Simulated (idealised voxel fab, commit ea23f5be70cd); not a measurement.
The document below concerns the process module designated voxel wiring stack.
Displayed cross-section: cut, width of 200 nm, square cells sized 5 nm.
Format of a cross-section: grid, square cells. Given as bands. Order: top down. Band: one or more rows of cells.
Heights first: top, then bottom, in nm. Then materials, left to right, each with a width in nm. "all across" on a single material: fills the band edge to edge. "air": empty space.
Basically, 0 is our baseline, since under it the wafer straight out of the box is all one material. The bottom band has no lower end and keeps on going down, so it looks like "z 0 and below".
Note: "30->40" means the width goes from the first number (top row of the band) to the second number (bottom row) in equal steps per row of cells.
For the purposes of this document, the phrase "nothing altered" attached to a step denotes that no cell within the cross-section was modified by that step.
Closed-off voids of 8+ cells (no open route to the top) go in "Closed void listing", written width x height at distance from the left edge, in nm.
On a step's line, text after the settings is the simulator commenting on that step.
If you see "overlay nm" on a step's line and that step has a mask, it's telling you how far right of where it was planned the mask ended up; a negative number means it went left instead.
How should the pairs below be read? Each gives the cross-section before one process step and the cross-section after it, the latter drawn only to the lowest band that changed; the step that lies between them, with its settings, appears under the pair. Does a pair pick up where the pair above left off? Only where its entry headed "Ahead of processing" says so, since pairs can come from different runs of this module on the same starting wafer.
Ahead of processing:
> z 135 to 130 | SiCN all across
> z 130 to 120 | 30 nm lowk, 5 nm TiN, 15 nm Cu, 5 nm TiN, 30 nm lowk, 5 nm TiN, 15 nm Cu, 5 nm TiN, 30 nm lowk, 5 nm TiN, 15 nm Cu, 5 nm TiN, 35 nm lowk
> z 120 to 115 | 30 nm lowk, 5 nm TiN, 5 nm Cu, 15 nm TiN, 30 nm lowk, 25 nm TiN, 30 nm lowk, 5 nm TiN, 5 nm Cu, 15 nm TiN, 35 nm lowk
> z 115 to 100 | 30 nm lowk, 5 nm TiN, 5 nm Cu, 5 nm TiN, 95 nm lowk, 5 nm TiN, 5 nm Cu, 5 nm TiN, 45 nm lowk
> z 100 to 95 | 30 nm SiCN, 15 nm TiN, 95 nm SiCN, 15 nm TiN, 45 nm SiCN
> z 95 to 90 | 25 nm SiCN, 35 nm Ru, 20 nm SiCN, 35 nm Ru, 20 nm SiCN, 35 nm Ru, 30 nm SiCN
> z 90 to 70 | 30 nm lowk, 5 nm TiN, 15 nm Ru, 5 nm TiN, 30 nm lowk, 5 nm TiN, 15 nm Ru, 5 nm TiN, 30 nm lowk, 5 nm TiN, 15 nm Ru, 5 nm TiN, 35 nm lowk
> z 70 to 65 | 30 nm SiN, 25 nm TiN, 30 nm SiN, 25 nm TiN, 30 nm SiN, 25 nm TiN, 35 nm SiN
> z 65 to 45 | 30 nm lowk, 15 nm Ru, 95 nm lowk, 15 nm Ru, 45 nm lowk
> z 45 to 40 | 30 nm SiCN, 15 nm Ru, 95 nm SiCN, 15 nm Ru, 45 nm SiCN
> z 40 to 35 | 30 nm SiCN, 25 nm Ru, 30 nm SiCN, 25 nm Ru, 30 nm SiCN, 25 nm Ru, 35 nm SiCN
> z 35 to 20 | 35 nm SiO2, 5 nm TiN, 5 nm Cu, 5 nm TiN, 40 nm SiO2, 5 nm TiN, 5 nm Cu, 5 nm TiN, 40 nm SiO2, 5 nm TiN, 5 nm Cu, 5 nm TiN, 40 nm SiO2
> z 20 to 15 | 35 nm SiN, 15 nm TiN, 40 nm SiN, 15 nm TiN, 40 nm SiN, 15 nm TiN, 40 nm SiN
> z 15 to 0 | SiO2 all across
> z 0 and below | Si all across
> Closed void listing: none
after:
> z 155 to 135 | SiO2 all across
> below 135: unchanged
> Closed void listing: none
The before and after cross-sections above are linked by DIRECTIONAL_DEP (material SiO2; thk nm 20)
Ahead of processing: just use the after drawing of the pair above as your starting point.
after:
> z 155 to 135 | 30 nm SiO2, 15 nm air, 95 nm SiO2, 15 nm air, 45 nm SiO2
> below 135: unchanged
> Closed void listing: none
The before and after cross-sections above are linked by MASKED_ETCH (tone open; mask id PLUG_3; width nm 15; pitch nm 110; etch materials SiO2; depth nm 20; overlay nm 0)
Ahead of processing: just use the after drawing of the pair above as your starting point.
after:
> z 155 to 135 | 30 nm SiO2, 15 nm air, 95 nm SiO2, 15 nm air, 45 nm SiO2
> z 135 to 130 | 30 nm SiCN, 15 nm air, 95 nm SiCN, 15 nm air, 45 nm SiCN
> below 130: unchanged
> Closed void listing: none
The before and after cross-sections above are linked by MASKED_ETCH (tone open; mask id PLUG_3; width nm 15; pitch nm 110; etch materials SiCN; depth nm 5; overlay nm 0)
Ahead of processing: just use the after drawing of the pair above as your starting point.
after:
> z 155 to 140 | 30 nm SiO2, 15 nm air, 95 nm SiO2, 15 nm air, 45 nm SiO2
> z 140 to 135 | 30 nm SiO2, 15 nm Ru, 95 nm SiO2, 15 nm Ru, 45 nm SiO2
> z 135 to 130 | 30 nm SiCN, 15 nm Ru, 95 nm SiCN, 15 nm Ru, 45 nm SiCN
> below 130: unchanged
> Closed void listing: none
The before and after cross-sections above are linked by EPI (material Ru; thk nm 10)
Ahead of processing: just use the after drawing of the pair above as your starting point.
after:
> z 155 to 150 | 30 nm SiO2, 15 nm air, 95 nm SiO2, 15 nm air, 45 nm SiO2
> z 150 to 135 | 30 nm SiO2, 15 nm Ru, 95 nm SiO2, 15 nm Ru, 45 nm SiO2
> below 135: unchanged
> Closed void listing: none
The before and after cross-sections above are linked by EPI (material Ru; thk nm 10)
Ahead of processing: just use the after drawing of the pair above as your starting point.
after:
> z 155 to 135 | 30 nm SiO2, 15 nm Ru, 95 nm SiO2, 15 nm Ru, 45 nm SiO2
> below 135: unchanged
> Closed void listing: none
The before and after cross-sections above are linked by EPI (material Ru; thk nm 5)
Ahead of processing: just use the after drawing of the pair above as your starting point.
after:
> z 160 to 155 | SiN all across
> below 155: unchanged
> Closed void listing: none
The before and after cross-sections above are linked by CONFORMAL_DEP (material SiN; thk nm 5)
Ahead of processing: just use the after drawing of the pair above as your starting point.
after:
> z 185 to 160 | SiO2 all across
> below 160: unchanged
> Closed void listing: none
The before and after cross-sections above are linked by DIRECTIONAL_DEP (material SiO2; thk nm 25)
Ahead of processing: just use the after drawing of the pair above as your starting point.
after:
> z 205 to 185 | 30 nm resist, 25 nm air, 30 nm resist, 25 nm air, 30 nm resist, 25 nm air, 35 nm resist
> below 185: unchanged
> Closed void listing: none
The before and after cross-sections above are linked by PATTERN (tone open; mask id METAL_4; material resist; width nm 25; pitch nm 55; thk nm 20; overlay nm 0)
Ahead of processing: just use the after drawing of the pair above as your starting point.
after:
> z 205 to 185 | 30 nm resist, 25 nm air, 30 nm resist, 25 nm air, 30 nm resist, 25 nm air, 35 nm resist
> z 185 to 160 | 30 nm SiO2, 25 nm air, 30 nm SiO2, 25 nm air, 30 nm SiO2, 25 nm air, 35 nm SiO2
> below 160: unchanged
> Closed void listing: none
The before and after cross-sections above are linked by DIRECTIONAL_ETCH (etch materials SiO2; depth nm 25)
Ahead of processing: just use the after drawing of the pair above as your starting point.
after:
> z 205 to 185 | 30 nm resist, 25 nm air, 30 nm resist, 25 nm air, 30 nm resist, 25 nm air, 35 nm resist
> z 185 to 160 | 30 nm SiO2, 25 nm air, 30 nm SiO2, 25 nm air, 30 nm SiO2, 25 nm air, 35 nm SiO2
> z 160 to 155 | 30 nm SiN, 25 nm air, 30 nm SiN, 25 nm air, 30 nm SiN, 25 nm air, 35 nm SiN
> below 155: unchanged
> Closed void listing: none
The before and after cross-sections above are linked by DIRECTIONAL_ETCH (etch materials SiN; depth nm 5)
Ahead of processing: just use the after drawing of the pair above as your starting point.
after:
> z 185 to 160 | 30 nm SiO2, 25 nm air, 30 nm SiO2, 25 nm air, 30 nm SiO2, 25 nm air, 35 nm SiO2
> below 160: unchanged
> Closed void listing: none
The before and after cross-sections above are linked by STRIP (etch materials resist)
Ahead of processing: just use the after drawing of the pair above as your starting point.
after:
> z 190 to 185 | 35 nm TiN, 15 nm air, 40 nm TiN, 15 nm air, 40 nm TiN, 15 nm air, 40 nm TiN
> z 185 to 160 | 30 nm SiO2, 5 nm TiN, 15 nm air, 5 nm TiN, 30 nm SiO2, 5 nm TiN, 15 nm air, 5 nm TiN, 30 nm SiO2, 5 nm TiN, 15 nm air, 5 nm TiN, 35 nm SiO2
> z 160 to 155 | 30 nm SiN, 25 nm TiN, 30 nm SiN, 25 nm TiN, 30 nm SiN, 25 nm TiN, 35 nm SiN
> below 155: unchanged
> Closed void listing: none
The before and after cross-sections above are linked by CONFORMAL_DEP (material TiN; thk nm 5)
Ahead of processing: just use the after drawing of the pair above as your starting point.
after:
> z 195 to 190 | Cu all across
> z 190 to 185 | 35 nm TiN, 15 nm Cu, 40 nm TiN, 15 nm Cu, 40 nm TiN, 15 nm Cu, 40 nm TiN
> z 185 to 160 | 30 nm SiO2, 5 nm TiN, 15 nm Cu, 5 nm TiN, 30 nm SiO2, 5 nm TiN, 15 nm Cu, 5 nm TiN, 30 nm SiO2, 5 nm TiN, 15 nm Cu, 5 nm TiN, 35 nm SiO2
> below 160: unchanged
> Closed void listing: none
The before and after cross-sections above are linked by FILL_DEP (material Cu; thk nm 5)
Ahead of processing: just use the after drawing of the pair above as your starting point.
after:
> z 185 to 160 | 30 nm SiO2, 5 nm TiN, 15 nm Cu, 5 nm TiN, 30 nm SiO2, 5 nm TiN, 15 nm Cu, 5 nm TiN, 30 nm SiO2, 5 nm TiN, 15 nm Cu, 5 nm TiN, 35 nm SiO2
> below 160: unchanged
> Closed void listing: none
The before and after cross-sections above are linked by CMP (height nm 185)
Ahead of processing: just use the after drawing of the pair above as your starting point.
after:
> z 190 to 185 | SiN all across
> below 185: unchanged
> Closed void listing: none
The before and after cross-sections above are linked by CONFORMAL_DEP (material SiN; thk nm 5)
Ahead of processing:
> z 185 to 160 | SiO2 all across
> z 160 to 155 | SiN all across
> z 155 to 135 | 30 nm SiO2, 15 nm Ru, 95 nm SiO2, 15 nm Ru, 45 nm SiO2
> z 135 to 130 | 30 nm SiCN, 15 nm Ru, 95 nm SiCN, 15 nm Ru, 45 nm SiCN
> z 130 to 120 | 30 nm lowk, 5 nm TiN, 15 nm Cu, 5 nm TiN, 30 nm lowk, 5 nm TiN, 15 nm Cu, 5 nm TiN, 30 nm lowk, 5 nm TiN, 15 nm Cu, 5 nm TiN, 35 nm lowk
> z 120 to 115 | 30 nm lowk, 5 nm TiN, 5 nm Cu, 15 nm TiN, 30 nm lowk, 25 nm TiN, 30 nm lowk, 5 nm TiN, 5 nm Cu, 15 nm TiN, 35 nm lowk
> z 115 to 100 | 30 nm lowk, 5 nm TiN, 5 nm Cu, 5 nm TiN, 95 nm lowk, 5 nm TiN, 5 nm Cu, 5 nm TiN, 45 nm lowk
> z 100 to 95 | 30 nm SiCN, 15 nm TiN, 95 nm SiCN, 15 nm TiN, 45 nm SiCN
> z 95 to 90 | 25 nm SiCN, 35 nm Ru, 20 nm SiCN, 35 nm Ru, 20 nm SiCN, 35 nm Ru, 30 nm SiCN
> z 90 to 70 | 30 nm lowk, 5 nm TiN, 15 nm Ru, 5 nm TiN, 30 nm lowk, 5 nm TiN, 15 nm Ru, 5 nm TiN, 30 nm lowk, 5 nm TiN, 15 nm Ru, 5 nm TiN, 35 nm lowk
> z 70 to 65 | 30 nm SiN, 25 nm TiN, 30 nm SiN, 25 nm TiN, 30 nm SiN, 25 nm TiN, 35 nm SiN
> z 65 to 45 | 30 nm lowk, 15 nm Ru, 95 nm lowk, 15 nm Ru, 45 nm lowk
> z 45 to 40 | 30 nm SiCN, 15 nm Ru, 95 nm SiCN, 15 nm Ru, 45 nm SiCN
> z 40 to 35 | 25 nm SiCN, 35 nm Ru, 20 nm SiCN, 35 nm Ru, 20 nm SiCN, 35 nm Ru, 30 nm SiCN
> z 35 to 20 | 30 nm SiO2, 5 nm TiN, 15 nm Cu, 5 nm TiN, 30 nm SiO2, 5 nm TiN, 15 nm Cu, 5 nm TiN, 30 nm SiO2, 5 nm TiN, 15 nm Cu, 5 nm TiN, 35 nm SiO2
> z 20 to 15 | 30 nm SiN, 25 nm TiN, 30 nm SiN, 25 nm TiN, 30 nm SiN, 25 nm TiN, 35 nm SiN
> z 15 to 0 | SiO2 all across
> z 0 and below | Si all across
> Closed void listing: none
after:
> z 205 to 185 | 40 nm resist, 25 nm air, 30 nm resist, 25 nm air, 30 nm resist, 25 nm air, 25 nm resist
> below 185: unchanged
> Closed void listing: none
The before and after cross-sections above are linked by PATTERN (tone open; mask id METAL_4; material resist; width nm 25; pitch nm 55; thk nm 20; overlay nm 10)
Ahead of processing: just use the after drawing of the pair above as your starting point.
after:
> z 205 to 185 | 40 nm resist, 25 nm air, 30 nm resist, 25 nm air, 30 nm resist, 25 nm air, 25 nm resist
> z 185 to 160 | 40 nm SiO2, 25 nm air, 30 nm SiO2, 25 nm air, 30 nm SiO2, 25 nm air, 25 nm SiO2
> below 160: unchanged
> Closed void listing: none
The before and after cross-sections above are linked by DIRECTIONAL_ETCH (etch materials SiO2; depth nm 25)
Ahead of processing: just use the after drawing of the pair above as your starting point.
after:
> z 205 to 185 | 40 nm resist, 25 nm air, 30 nm resist, 25 nm air, 30 nm resist, 25 nm air, 25 nm resist
> z 185 to 160 | 40 nm SiO2, 25 nm air, 30 nm SiO2, 25 nm air, 30 nm SiO2, 25 nm air, 25 nm SiO2
> z 160 to 155 | 40 nm SiN, 25 nm air, 30 nm SiN, 25 nm air, 30 nm SiN, 25 nm air, 25 nm SiN
> below 155: unchanged
> Closed void listing: none
The before and after cross-sections above are linked by DIRECTIONAL_ETCH (etch materials SiN; depth nm 5)
Ahead of processing: just use the after drawing of the pair above as your starting point.
after:
> z 185 to 160 | 40 nm SiO2, 25 nm air, 30 nm SiO2, 25 nm air, 30 nm SiO2, 25 nm air, 25 nm SiO2
> below 160: unchanged
> Closed void listing: none
The before and after cross-sections above are linked by STRIP (etch materials resist)
Ahead of processing: just use the after drawing of the pair above as your starting point.
after:
> z 190 to 185 | 45 nm TiN, 15 nm air, 40 nm TiN, 15 nm air, 40 nm TiN, 15 nm air, 30 nm TiN
> z 185 to 160 | 40 nm SiO2, 5 nm TiN, 15 nm air, 5 nm TiN, 30 nm SiO2, 5 nm TiN, 15 nm air, 5 nm TiN, 30 nm SiO2, 5 nm TiN, 15 nm air, 5 nm TiN, 25 nm SiO2
> z 160 to 155 | 40 nm SiN, 25 nm TiN, 30 nm SiN, 25 nm TiN, 30 nm SiN, 25 nm TiN, 25 nm SiN
> below 155: unchanged
> Closed void listing: none
The before and after cross-sections above are linked by CONFORMAL_DEP (material TiN; thk nm 5)
Ahead of processing: just use the after drawing of the pair above as your starting point.
after:
> z 195 to 190 | Cu all across
> z 190 to 185 | 45 nm TiN, 15 nm Cu, 40 nm TiN, 15 nm Cu, 40 nm TiN, 15 nm Cu, 30 nm TiN
> z 185 to 160 | 40 nm SiO2, 5 nm TiN, 15 nm Cu, 5 nm TiN, 30 nm SiO2, 5 nm TiN, 15 nm Cu, 5 nm TiN, 30 nm SiO2, 5 nm TiN, 15 nm Cu, 5 nm TiN, 25 nm SiO2
> below 160: unchanged
> Closed void listing: none
The before and after cross-sections above are linked by FILL_DEP (material Cu; thk nm 5)
Ahead of processing: just use the after drawing of the pair above as your starting point.
after:
> z 185 to 160 | 40 nm SiO2, 5 nm TiN, 15 nm Cu, 5 nm TiN, 30 nm SiO2, 5 nm TiN, 15 nm Cu, 5 nm TiN, 30 nm SiO2, 5 nm TiN, 15 nm Cu, 5 nm TiN, 25 nm SiO2
> below 160: unchanged
> Closed void listing: none
The before and after cross-sections above are linked by CMP (height nm 185)
Ahead of processing: just use the after drawing of the pair above as your starting point.
after:
> z 190 to 185 | SiN all across
> below 185: unchanged
> Closed void listing: none
The before and after cross-sections above are linked by CONFORMAL_DEP (material SiN; thk nm 5)
Ahead of processing:
> z 130 to 120 | 30 nm lowk, 5 nm TiN, 15 nm Cu, 5 nm TiN, 30 nm lowk, 5 nm TiN, 15 nm Cu, 5 nm TiN, 30 nm lowk, 5 nm TiN, 15 nm Cu, 5 nm TiN, 35 nm lowk
> z 120 to 115 | 30 nm lowk, 5 nm TiN, 5 nm Cu, 15 nm TiN, 30 nm lowk, 25 nm TiN, 30 nm lowk, 5 nm TiN, 5 nm Cu, 15 nm TiN, 35 nm lowk
> z 115 to 100 | 30 nm lowk, 5 nm TiN, 5 nm Cu, 5 nm TiN, 95 nm lowk, 5 nm TiN, 5 nm Cu, 5 nm TiN, 45 nm lowk
> z 100 to 95 | 30 nm SiCN, 15 nm TiN, 95 nm SiCN, 15 nm TiN, 45 nm SiCN
> z 95 to 90 | 25 nm SiCN, 35 nm Ru, 20 nm SiCN, 35 nm Ru, 20 nm SiCN, 35 nm Ru, 30 nm SiCN
> z 90 to 70 | 30 nm lowk, 5 nm TiN, 15 nm Ru, 5 nm TiN, 30 nm lowk, 5 nm TiN, 15 nm Ru, 5 nm TiN, 30 nm lowk, 5 nm TiN, 15 nm Ru, 5 nm TiN, 35 nm lowk
> z 70 to 65 | 30 nm SiN, 25 nm TiN, 30 nm SiN, 25 nm TiN, 30 nm SiN, 25 nm TiN, 35 nm SiN
> z 65 to 45 | 30 nm lowk, 15 nm Ru, 95 nm lowk, 15 nm Ru, 45 nm lowk
> z 45 to 40 | 30 nm SiCN, 15 nm Ru, 95 nm SiCN, 15 nm Ru, 45 nm SiCN
> z 40 to 35 | 25 nm SiCN, 35 nm Ru, 20 nm SiCN, 35 nm Ru, 20 nm SiCN, 35 nm Ru, 30 nm SiCN
> z 35 to 20 | 30 nm SiO2, 5 nm TiN, 15 nm Cu, 5 nm TiN, 30 nm SiO2, 5 nm TiN, 15 nm Cu, 5 nm TiN, 30 nm SiO2, 5 nm TiN, 15 nm Cu, 5 nm TiN, 35 nm SiO2
> z 20 to 15 | 30 nm SiN, 25 nm TiN, 30 nm SiN, 25 nm TiN, 30 nm SiN, 25 nm TiN, 35 nm SiN
> z 15 to 0 | SiO2 all across
> z 0 and below | Si all across
> Closed void listing: none
after:
> z 135 to 130 | SiO2 all across
> below 130: unchanged
> Closed void listing: none
The before and after cross-sections above are linked by CONFORMAL_DEP (material SiO2; thk nm 5)
Ahead of processing: just use the after drawing of the pair above as your starting point.
after:
> z 155 to 130 | SiO2 all across
> below 130: unchanged
> Closed void listing: none
The before and after cross-sections above are linked by DIRECTIONAL_DEP (material SiO2; thk nm 20)
Ahead of processing: just use the after drawing of the pair above as your starting point.
after:
> z 155 to 135 | 30 nm SiO2, 15 nm air, 95 nm SiO2, 15 nm air, 45 nm SiO2
> below 135: unchanged
> Closed void listing: none
The before and after cross-sections above are linked by MASKED_ETCH (tone open; mask id PLUG_3; width nm 15; pitch nm 110; etch materials SiO2; depth nm 20; overlay nm 0)
Ahead of processing: just use the after drawing of the pair above as your starting point.
after:
> z 160 to 155 | 35 nm SiN, 5 nm air, 105 nm SiN, 5 nm air, 50 nm SiN
> z 155 to 140 | 30 nm SiO2, 5 nm SiN, 5 nm air, 5 nm SiN, 95 nm SiO2, 5 nm SiN, 5 nm air, 5 nm SiN, 45 nm SiO2
> z 140 to 135 | 30 nm SiO2, 15 nm SiN, 95 nm SiO2, 15 nm SiN, 45 nm SiO2
> below 135: unchanged
> Closed void listing: none
The before and after cross-sections above are linked by CONFORMAL_DEP (material SiN; thk nm 5)
Ahead of processing: just use the after drawing of the pair above as your starting point.
after:
> z 185 to 165 | 35 nm SiO2, 5 nm air, 105 nm SiO2, 5 nm air, 50 nm SiO2
> z 165 to 160 | SiO2 all across
> z 160 to 155 | 35 nm SiN, 5 nm SiO2, 105 nm SiN, 5 nm SiO2, 50 nm SiN
> z 155 to 140 | 30 nm SiO2, 5 nm SiN, 5 nm SiO2, 5 nm SiN, 95 nm SiO2, 5 nm SiN, 5 nm SiO2, 5 nm SiN, 45 nm SiO2
> below 140: unchanged
> Closed void listing: none
The before and after cross-sections above are linked by DIRECTIONAL_DEP (material SiO2; thk nm 25)
Ahead of processing: just use the after drawing of the pair above as your starting point.
after:
> z 205 to 185 | 30 nm resist, 25 nm air, 30 nm resist, 25 nm air, 30 nm resist, 25 nm air, 35 nm resist
> below 185: unchanged
> Closed void listing: none
The before and after cross-sections above are linked by PATTERN (tone open; mask id METAL_4; material resist; width nm 25; pitch nm 55; thk nm 20; overlay nm 0)
Ahead of processing: just use the after drawing of the pair above as your starting point.
after:
> z 205 to 185 | 30 nm resist, 25 nm air, 30 nm resist, 25 nm air, 30 nm resist, 25 nm air, 35 nm resist
> z 185 to 160 | 30 nm SiO2, 25 nm air, 30 nm SiO2, 25 nm air, 30 nm SiO2, 25 nm air, 35 nm SiO2
> z 160 to 155 | 35 nm SiN, 5 nm air, 105 nm SiN, 5 nm air, 50 nm SiN
> z 155 to 140 | 30 nm SiO2, 5 nm SiN, 5 nm air, 5 nm SiN, 95 nm SiO2, 5 nm SiN, 5 nm air, 5 nm SiN, 45 nm SiO2
> below 140: unchanged
> Closed void listing: none
The before and after cross-sections above are linked by DIRECTIONAL_ETCH (etch materials SiO2; depth nm 25)
Ahead of processing: just use the after drawing of the pair above as your starting point.
after:
> z 205 to 185 | 30 nm resist, 25 nm air, 30 nm resist, 25 nm air, 30 nm resist, 25 nm air, 35 nm resist
> z 185 to 160 | 30 nm SiO2, 25 nm air, 30 nm SiO2, 25 nm air, 30 nm SiO2, 25 nm air, 35 nm SiO2
> z 160 to 155 | 30 nm SiN, 25 nm air, 30 nm SiN, 25 nm air, 30 nm SiN, 25 nm air, 35 nm SiN
> z 155 to 135 | 30 nm SiO2, 5 nm SiN, 5 nm air, 5 nm SiN, 95 nm SiO2, 5 nm SiN, 5 nm air, 5 nm SiN, 45 nm SiO2
> below 135: unchanged
> Closed void listing: none
The before and after cross-sections above are linked by DIRECTIONAL_ETCH (etch materials SiN; depth nm 5)
Ahead of processing: just use the after drawing of the pair above as your starting point.
after:
> z 185 to 160 | 30 nm SiO2, 25 nm air, 30 nm SiO2, 25 nm air, 30 nm SiO2, 25 nm air, 35 nm SiO2
> below 160: unchanged
> Closed void listing: none
The before and after cross-sections above are linked by STRIP (etch materials resist)
Ahead of processing: just use the after drawing of the pair above as your starting point.
after:
> z 190 to 185 | 35 nm TiN, 15 nm air, 40 nm TiN, 15 nm air, 40 nm TiN, 15 nm air, 40 nm TiN
> z 185 to 160 | 30 nm SiO2, 5 nm TiN, 15 nm air, 5 nm TiN, 30 nm SiO2, 5 nm TiN, 15 nm air, 5 nm TiN, 30 nm SiO2, 5 nm TiN, 15 nm air, 5 nm TiN, 35 nm SiO2
> z 160 to 155 | 30 nm SiN, 25 nm TiN, 30 nm SiN, 25 nm TiN, 30 nm SiN, 25 nm TiN, 35 nm SiN
> z 155 to 135 | 30 nm SiO2, 5 nm SiN, 5 nm TiN, 5 nm SiN, 95 nm SiO2, 5 nm SiN, 5 nm TiN, 5 nm SiN, 45 nm SiO2
> below 135: unchanged
> Closed void listing: none
The before and after cross-sections above are linked by CONFORMAL_DEP (material TiN; thk nm 5)
Ahead of processing: just use the after drawing of the pair above as your starting point.
after:
> z 195 to 190 | Cu all across
> z 190 to 185 | 35 nm TiN, 15 nm Cu, 40 nm TiN, 15 nm Cu, 40 nm TiN, 15 nm Cu, 40 nm TiN
> z 185 to 160 | 30 nm SiO2, 5 nm TiN, 15 nm Cu, 5 nm TiN, 30 nm SiO2, 5 nm TiN, 15 nm Cu, 5 nm TiN, 30 nm SiO2, 5 nm TiN, 15 nm Cu, 5 nm TiN, 35 nm SiO2
> below 160: unchanged
> Closed void listing: none
The before and after cross-sections above are linked by FILL_DEP (material Cu; thk nm 5)
Ahead of processing: just use the after drawing of the pair above as your starting point.
after:
> z 185 to 160 | 30 nm SiO2, 5 nm TiN, 15 nm Cu, 5 nm TiN, 30 nm SiO2, 5 nm TiN, 15 nm Cu, 5 nm TiN, 30 nm SiO2, 5 nm TiN, 15 nm Cu, 5 nm TiN, 35 nm SiO2
> below 160: unchanged
> Closed void listing: none
The before and after cross-sections above are linked by CMP (height nm 185)
Ahead of processing: just use the after drawing of the pair above as your starting point.
after:
> z 190 to 185 | SiN all across
> below 185: unchanged
> Closed void listing: none
The before and after cross-sections above are linked by CONFORMAL_DEP (material SiN; thk nm 5)
Ahead of processing:
> z 130 to 100 | 30 nm lowk, 15 nm air, 95 nm lowk, 15 nm air, 45 nm lowk
> z 100 to 95 | SiCN all across
> z 95 to 90 | 25 nm SiCN, 35 nm Ru, 20 nm SiCN, 35 nm Ru, 20 nm SiCN, 35 nm Ru, 30 nm SiCN
> z 90 to 70 | 30 nm lowk, 5 nm TiN, 15 nm Ru, 5 nm TiN, 30 nm lowk, 5 nm TiN, 15 nm Ru, 5 nm TiN, 30 nm lowk, 5 nm TiN, 15 nm Ru, 5 nm TiN, 35 nm lowk
> z 70 to 65 | 30 nm SiN, 25 nm TiN, 30 nm SiN, 25 nm TiN, 30 nm SiN, 25 nm TiN, 35 nm SiN
> z 65 to 45 | 30 nm lowk, 15 nm Ru, 95 nm lowk, 15 nm Ru, 45 nm lowk
> z 45 to 40 | 30 nm SiCN, 15 nm Ru, 95 nm SiCN, 15 nm Ru, 45 nm SiCN
> z 40 to 35 | 25 nm SiCN, 35 nm Ru, 20 nm SiCN, 35 nm Ru, 20 nm SiCN, 35 nm Ru, 30 nm SiCN
> z 35 to 20 | 30 nm SiO2, 5 nm TiN, 15 nm Cu, 5 nm TiN, 30 nm SiO2, 5 nm TiN, 15 nm Cu, 5 nm TiN, 30 nm SiO2, 5 nm TiN, 15 nm Cu, 5 nm TiN, 35 nm SiO2
> z 20 to 15 | 30 nm SiN, 25 nm TiN, 30 nm SiN, 25 nm TiN, 30 nm SiN, 25 nm TiN, 35 nm SiN
> z 15 to 0 | SiO2 all across
> z 0 and below | Si all across
> Closed void listing: none
after:
> z 130 to 115 | 45 nm air, 10 nm lowk, 30 nm air, 25 nm lowk, 45 nm air, 10 nm lowk, 35 nm air
> below 115: unchanged
> Closed void listing: none
The before and after cross-sections above are linked by MASKED_ETCH (tone cover; mask id METAL_3; width nm 25; pitch nm 55; etch materials lowk; depth nm 15; overlay nm 0)
Ahead of processing: just use the after drawing of the pair above as your starting point.
after:
> z 130 to 115 | 45 nm air, 10 nm lowk, 30 nm air, 25 nm lowk, 45 nm air, 10 nm lowk, 35 nm air
> z 115 to 100 | 30 nm lowk, 15 nm air, 95 nm lowk, 15 nm air, 45 nm lowk
> z 100 to 95 | 30 nm SiCN, 15 nm air, 95 nm SiCN, 15 nm air, 45 nm SiCN
> below 95: unchanged
> Closed void listing: none
The before and after cross-sections above are linked by MASKED_ETCH (tone open; mask id METAL_3; width nm 25; pitch nm 55; etch materials SiCN; depth nm 5; overlay nm 0)
Ahead of processing: just use the after drawing of the pair above as your starting point.
after:
> z 135 to 130 | 40 nm air, 20 nm TiN, 20 nm air, 35 nm TiN, 35 nm air, 20 nm TiN, 30 nm air
> z 130 to 120 | 40 nm air, 5 nm TiN, 10 nm lowk, 5 nm TiN, 20 nm air, 5 nm TiN, 25 nm lowk, 5 nm TiN, 35 nm air, 5 nm TiN, 10 nm lowk, 5 nm TiN, 30 nm air
> z 120 to 115 | 35 nm TiN, 5 nm air, 5 nm TiN, 10 nm lowk, 30 nm TiN, 25 nm lowk, 35 nm TiN, 5 nm air, 5 nm TiN, 10 nm lowk, 35 nm TiN
> z 115 to 100 | 30 nm lowk, 5 nm TiN, 5 nm air, 5 nm TiN, 95 nm lowk, 5 nm TiN, 5 nm air, 5 nm TiN, 45 nm lowk
> z 100 to 95 | 30 nm SiCN, 15 nm TiN, 95 nm SiCN, 15 nm TiN, 45 nm SiCN
> below 95: unchanged
> Closed void listing: none
The before and after cross-sections above are linked by CONFORMAL_DEP (material TiN; thk nm 5)
Ahead of processing: just use the after drawing of the pair above as your starting point.
after:
> z 145 to 135 | Cu all across
> z 135 to 130 | 40 nm Cu, 20 nm TiN, 20 nm Cu, 35 nm TiN, 35 nm Cu, 20 nm TiN, 30 nm Cu
> z 130 to 120 | 40 nm Cu, 5 nm TiN, 10 nm lowk, 5 nm TiN, 20 nm Cu, 5 nm TiN, 25 nm lowk, 5 nm TiN, 35 nm Cu, 5 nm TiN, 10 nm lowk, 5 nm TiN, 30 nm Cu
> z 120 to 115 | 35 nm TiN, 5 nm Cu, 5 nm TiN, 10 nm lowk, 30 nm TiN, 25 nm lowk, 35 nm TiN, 5 nm Cu, 5 nm TiN, 10 nm lowk, 35 nm TiN
> z 115 to 100 | 30 nm lowk, 5 nm TiN, 5 nm Cu, 5 nm TiN, 95 nm lowk, 5 nm TiN, 5 nm Cu, 5 nm TiN, 45 nm lowk
> below 100: unchanged
> Closed void listing: none
The before and after cross-sections above are linked by FILL_DEP (material Cu; thk nm 10)
Ahead of processing: just use the after drawing of the pair above as your starting point.
after:
> z 130 to 120 | 40 nm Cu, 5 nm TiN, 10 nm lowk, 5 nm TiN, 20 nm Cu, 5 nm TiN, 25 nm lowk, 5 nm TiN, 35 nm Cu, 5 nm TiN, 10 nm lowk, 5 nm TiN, 30 nm Cu
> below 120: unchanged
> Closed void listing: none
The before and after cross-sections above are linked by CMP (height nm 130)
Ahead of processing: just use the after drawing of the pair above as your starting point.
after:
> z 135 to 130 | SiCN all across
> below 130: unchanged
> Closed void listing: none
The before and after cross-sections above are linked by CONFORMAL_DEP (material SiCN; thk nm 5)
Ahead of processing: just use the after drawing of the pair above as your starting point.
after:
> z 155 to 135 | SiO2 all across
> below 135: unchanged
> Closed void listing: none
The before and after cross-sections above are linked by DIRECTIONAL_DEP (material SiO2; thk nm 20)
Ahead of processing: just use the after drawing of the pair above as your starting point.
after:
> z 155 to 135 | 30 nm SiO2, 15 nm air, 95 nm SiO2, 15 nm air, 45 nm SiO2
> below 135: unchanged
> Closed void listing: none
The before and after cross-sections above are linked by MASKED_ETCH (tone open; mask id PLUG_3; width nm 15; pitch nm 110; etch materials SiO2; depth nm 20; overlay nm 0)
Ahead of processing: just use the after drawing of the pair above as your starting point.
after:
> z 155 to 135 | 30 nm SiO2, 15 nm air, 95 nm SiO2, 15 nm air, 45 nm SiO2
> z 135 to 130 | 30 nm SiCN, 15 nm air, 95 nm SiCN, 15 nm air, 45 nm SiCN
> below 130: unchanged
> Closed void listing: none
The before and after cross-sections above are linked by MASKED_ETCH (tone open; mask id PLUG_3; width nm 15; pitch nm 110; etch materials SiCN; depth nm 5; overlay nm 0)
